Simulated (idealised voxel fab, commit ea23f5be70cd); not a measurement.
The document below concerns the process module designated voxel local oxidation.
The figure presents cross-section cut, which has a width of 270 nm and is divided into square cells with an edge length of 5 nm.
How to read a cross-section here: the picture is a grid of square cells, written as bands going from the top down, and any band can span one or more rows of cells.
Top, bottom (nm), then materials left to right with widths (nm); lone material tagged "full width" fills the whole band edge to edge; "empty" = empty space.
Height 0 is the level under which the wafer as received is all one material. The lowest band goes on downwards, as in "z 0 and below".
The notation "30..40" denotes a width that varies across the rows of cells in the band, beginning at the first number in the top row, finishing at the second number in the bottom row, and changing by an identical amount from each row to the next.
Key: "no change occurred" - step with no changed cell in the cross-section.
"Closed-off voids" lists enclosed empty spaces (at least 8 cells, no open path upward to the top), each as width x height at distance from the left edge, in nm.
If you see something after the settings on a step's line, that's the simulator's own remark about that step.
overlay nm, on a step with a mask: how far to the right of its planned place the mask lay; to the left if negative

PLANNED STEP LIST FOR THE PROCESS
1 op RECEIVE | material Si
2 op OXIDIZE | depth nm 5
3 op CONFORMAL_DEP | material SiN | thk nm 10
4 op DIRECTIONAL_DEP | material aC | thk nm 15
5 op PATTERN | tone cover | mask id ACTIVE | material resist | width nm 110 | thk nm 30 | overlay nm 0
6 op DIRECTIONAL_ETCH | etch materials aC | depth nm 15
7 op STRIP | etch materials resist
8 op DIRECTIONAL_ETCH | etch materials SiN | depth nm 10
9 op STRIP | etch materials aC
10 op SELECTIVE_ETCH | etch materials SiO2 | depth nm 5
11 op OXIDIZE | depth nm 10
12 op STRIP | etch materials SiN
Variable across wafers: step 5 width nm (plan value is that of the first wafer; starting state common to all).

FIRST WAFER OF SEVERAL, AS RECEIVED: CROSS-SECTION AFTER STEP 1
  z 0 and below  Si full width
  Closed-off voids: none

HEADS UP, THIS TABLE GOES WAFER BY WAFER. A ROW TELLS YOU, AT THE END OF THE MODULE, HOW MANY CELLS OF EACH MATERIAL THAT WAFER HAS PUT ON (+) OR DROPPED (-) SINCE IT WAS RECEIVED, AND THEN ITS CLOSED VOIDS
width nm 110; -130 Si; +96 SiO2; Closed-off voids: none
width nm 115; -128 Si; +95 SiO2; Closed-off voids: none
width nm 120; -126 Si; +94 SiO2; Closed-off voids: none
width nm 125; -124 Si; +93 SiO2; Closed-off voids: none
width nm 130; -122 Si; +92 SiO2; Closed-off voids: none
width nm 135; -120 Si; +91 SiO2; Closed-off voids: none
